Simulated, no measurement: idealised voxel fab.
process module | voxel self aligned vias
cross-section cut | 170 nm wide | cells 5 nm
A cross-section is a grid of square cells, given in bands from the top down. A band is one or more rows of cells.
Each band's line starts with the height of the band's top and of its bottom, in nm. Then come its materials from left to right, each with its width in nm. One material with "throughout" fills the band from edge to edge. "air" is empty space.
Height 0 is the level under which the wafer as received is all one material. The lowest band goes on downwards, as in "0 down".
A width such as "30 to 40" changes by the same amount from each row of cells to the next, from the band's top row to its bottom row.
"no change" after a step means that no cell of the cross-section changed.
closed voids: empty space of 8 cells or more with no open way to the top, each as width x height at its distance from the left edge, in nm
after a step's settings: what the simulator itself notes on the step
overlay nm, on a step with a mask: how far to the right of its planned place the mask lay; to the left if negative
plan
1 op RECEIVE | material Si
2 op CONFORMAL_DEP | material SiO2 | thk nm 15
3 op CONFORMAL_DEP | material SiCN | thk nm 5
4 op DIRECTIONAL_DEP | material lowk | thk nm 20
5 op PATTERN | tone open | mask id LINES | material resist | width nm 20 | pitch nm 55 | thk nm 20 | overlay nm 0
6 op DIRECTIONAL_ETCH | etch materials lowk | depth nm 20
7 op STRIP | etch materials resist
8 op CONFORMAL_DEP | material TiN | thk nm 5
9 op FILL_DEP | material Ru | thk nm 5
10 op CMP | height nm 40
11 op SELECTIVE_ETCH | etch materials W Ru TiN | depth nm 10
12 op FILL_DEP | material SiN | thk nm 10
13 op CMP | height nm 40
14 op DIRECTIONAL_DEP | material lowk | thk nm 20
15 op MASKED_ETCH | tone open | mask id VIAS | width nm 30 | pitch nm 110 | etch materials lowk | depth nm 20 | overlay nm 0
16 op MASKED_ETCH | tone open | mask id VIAS | width nm 30 | pitch nm 110 | etch materials SiN | depth nm 10 | overlay nm 0
17 op CONFORMAL_DEP | material TiN | thk nm 5
18 op FILL_DEP | material Ru | thk nm 10
19 op CMP | height nm 60
20 op CONFORMAL_DEP | material SiN | thk nm 5
first wafer, as planned
as received, after step 1
  0 down: Si throughout
  closed voids: none
after step 2
  15 to 0: SiO2 throughout
  below 0: unchanged
after step 3
  20 to 15: SiCN throughout
  below 15: unchanged
after step 4
  40 to 20: lowk throughout
  below 20: unchanged
after step 5
  60 to 40: resist 20 | air 20 | resist 35 | air 20 | resist 35 | air 20 | resist 20
  below 40: unchanged
after step 6
  60 to 40: resist 20 | air 20 | resist 35 | air 20 | resist 35 | air 20 | resist 20
  40 to 20: lowk 20 | air 20 | lowk 35 | air 20 | lowk 35 | air 20 | lowk 20
  below 20: unchanged
after step 7
  40 to 20: lowk 20 | air 20 | lowk 35 | air 20 | lowk 35 | air 20 | lowk 20
  below 20: unchanged
after step 8
  45 to 40: TiN 25 | air 10 | TiN 45 | air 10 | TiN 45 | air 10 | TiN 25
  40 to 25: lowk 20 | TiN 5 | air 10 | TiN 5 | lowk 35 | TiN 5 | air 10 | TiN 5 | lowk 35 | TiN 5 | air 10 | TiN 5 | lowk 20
  25 to 20: lowk 20 | TiN 20 | lowk 35 | TiN 20 | lowk 35 | TiN 20 | lowk 20
  below 20: unchanged
after step 9
  50 to 45: Ru throughout
  45 to 40: TiN 25 | Ru 10 | TiN 45 | Ru 10 | TiN 45 | Ru 10 | TiN 25
  40 to 25: lowk 20 | TiN 5 | Ru 10 | TiN 5 | lowk 35 | TiN 5 | Ru 10 | TiN 5 | lowk 35 | TiN 5 | Ru 10 | TiN 5 | lowk 20
  below 25: unchanged
after step 10
  40 to 25: lowk 20 | TiN 5 | Ru 10 | TiN 5 | lowk 35 | TiN 5 | Ru 10 | TiN 5 | lowk 35 | TiN 5 | Ru 10 | TiN 5 | lowk 20
  below 25: unchanged
after step 11
  40 to 30: lowk 20 | air 20 | lowk 35 | air 20 | lowk 35 | air 20 | lowk 20
  below 30: unchanged
after step 12
  50 to 40: SiN throughout
  40 to 30: lowk 20 | SiN 20 | lowk 35 | SiN 20 | lowk 35 | SiN 20 | lowk 20
  below 30: unchanged
after step 13
  40 to 30: lowk 20 | SiN 20 | lowk 35 | SiN 20 | lowk 35 | SiN 20 | lowk 20
  below 30: unchanged
after step 14
  60 to 40: lowk throughout
  below 40: unchanged
after step 15
  60 to 40: lowk 15 | air 30 | lowk 80 | air 30 | lowk 15
  below 40: unchanged
after step 16
  60 to 40: lowk 15 | air 30 | lowk 80 | air 30 | lowk 15
  40 to 30: lowk 20 | air 20 | lowk 35 | SiN 20 | lowk 35 | air 20 | lowk 20
  below 30: unchanged
after step 17
  65 to 60: TiN 20 | air 20 | TiN 90 | air 20 | TiN 20
  60 to 45: lowk 15 | TiN 5 | air 20 | TiN 5 | lowk 80 | TiN 5 | air 20 | TiN 5 | lowk 15
  45 to 40: lowk 15 | TiN 10 | air 10 | TiN 10 | lowk 80 | TiN 10 | air 10 | TiN 10 | lowk 15
  40 to 35: lowk 20 | TiN 5 | air 10 | TiN 5 | lowk 35 | SiN 20 | lowk 35 | TiN 5 | air 10 | TiN 5 | lowk 20
  35 to 30: lowk 20 | TiN 20 | lowk 35 | SiN 20 | lowk 35 | TiN 20 | lowk 20
  below 30: unchanged
after step 18
  75 to 65: Ru throughout
  65 to 60: TiN 20 | Ru 20 | TiN 90 | Ru 20 | TiN 20
  60 to 45: lowk 15 | TiN 5 | Ru 20 | TiN 5 | lowk 80 | TiN 5 | Ru 20 | TiN 5 | lowk 15
  45 to 40: lowk 15 | TiN 10 | Ru 10 | TiN 10 | lowk 80 | TiN 10 | Ru 10 | TiN 10 | lowk 15
  40 to 35: lowk 20 | TiN 5 | Ru 10 | TiN 5 | lowk 35 | SiN 20 | lowk 35 | TiN 5 | Ru 10 | TiN 5 | lowk 20
  below 35: unchanged
after step 19
  60 to 45: lowk 15 | TiN 5 | Ru 20 | TiN 5 | lowk 80 | TiN 5 | Ru 20 | TiN 5 | lowk 15
  below 45: unchanged
after step 20
  65 to 60: SiN throughout
  below 60: unchanged
second wafer: like start, like plan, one mistake. Through step 4 it matches the first wafer
when step 5 should have ended
  60 to 40: air 20 | resist 20 | air 35 | resist 20 | air 35 | resist 20 | air 20
  below 40: unchanged
when step 6 should have ended
  60 to 40: air 20 | resist 20 | air 35 | resist 20 | air 35 | resist 20 | air 20
  40 to 20: air 20 | lowk 20 | air 35 | lowk 20 | air 35 | lowk 20 | air 20
  below 20: unchanged
when step 7 should have ended
  40 to 20: air 20 | lowk 20 | air 35 | lowk 20 | air 35 | lowk 20 | air 20
  below 20: unchanged
when step 8 should have ended
  45 to 40: air 15 | TiN 30 | air 25 | TiN 30 | air 25 | TiN 30 | air 15
  40 to 25: air 15 | TiN 5 | lowk 20 | TiN 5 | air 25 | TiN 5 | lowk 20 | TiN 5 | air 25 | TiN 5 | lowk 20 | TiN 5 | air 15
  25 to 20: TiN 20 | lowk 20 | TiN 35 | lowk 20 | TiN 35 | lowk 20 | TiN 20
  below 20: unchanged
when step 9 should have ended
  50 to 45: Ru throughout
  45 to 40: Ru 15 | TiN 30 | Ru 25 | TiN 30 | Ru 25 | TiN 30 | Ru 15
  40 to 25: Ru 15 | TiN 5 | lowk 20 | TiN 5 | Ru 25 | TiN 5 | lowk 20 | TiN 5 | Ru 25 | TiN 5 | lowk 20 | TiN 5 | Ru 15
  below 25: unchanged
when step 10 should have ended
  40 to 25: Ru 15 | TiN 5 | lowk 20 | TiN 5 | Ru 25 | TiN 5 | lowk 20 | TiN 5 | Ru 25 | TiN 5 | lowk 20 | TiN 5 | Ru 15
  below 25: unchanged
when step 11 should have ended
  40 to 30: air 20 | lowk 20 | air 35 | lowk 20 | air 35 | lowk 20 | air 20
  below 30: unchanged
when step 12 should have ended
  50 to 40: SiN throughout
  40 to 30: SiN 20 | lowk 20 | SiN 35 | lowk 20 | SiN 35 | lowk 20 | SiN 20
  below 30: unchanged
when step 13 should have ended
  40 to 30: SiN 20 | lowk 20 | SiN 35 | lowk 20 | SiN 35 | lowk 20 | SiN 20
  below 30: unchanged
when step 14 should have ended
  60 to 40: lowk throughout
  below 40: unchanged
when step 15 should have ended
  60 to 40: lowk 15 | air 30 | lowk 80 | air 30 | lowk 15
  below 40: unchanged
when step 16 should have ended
  60 to 40: lowk 15 | air 30 | lowk 80 | air 30 | lowk 15
  40 to 30: SiN 15 | air 5 | lowk 20 | air 5 | SiN 30 | lowk 20 | SiN 30 | air 5 | lowk 20 | air 5 | SiN 15
  below 30: unchanged
when step 17 should have ended
  65 to 60: TiN 20 | air 20 | TiN 90 | air 20 | TiN 20
  60 to 45: lowk 15 | TiN 5 | air 20 | TiN 5 | lowk 80 | TiN 5 | air 20 | TiN 5 | lowk 15
  45 to 40: lowk 15 | TiN 30 | lowk 80 | TiN 30 | lowk 15
  40 to 30: SiN 15 | TiN 5 | lowk 20 | TiN 5 | SiN 30 | lowk 20 | SiN 30 | TiN 5 | lowk 20 | TiN 5 | SiN 15
  below 30: unchanged
when step 18 should have ended
  75 to 65: Ru throughout
  65 to 60: TiN 20 | Ru 20 | TiN 90 | Ru 20 | TiN 20
  60 to 45: lowk 15 | TiN 5 | Ru 20 | TiN 5 | lowk 80 | TiN 5 | Ru 20 | TiN 5 | lowk 15
  below 45: unchanged
when step 19 should have ended
  60 to 45: lowk 15 | TiN 5 | Ru 20 | TiN 5 | lowk 80 | TiN 5 | Ru 20 | TiN 5 | lowk 15
  below 45: unchanged
when step 20 should have ended
  65 to 60: SiN throughout
  below 60: unchanged
what went wrong: step 5 ran as: op PATTERN | tone cover | mask id LINES | material resist | width nm 20 | pitch nm 55 | thk nm 20 | overlay nm 0
at the end the second wafer has, in cells: 2 more of Ru | 28 more of SiN | 10 more of TiN | 40 fewer of lowk
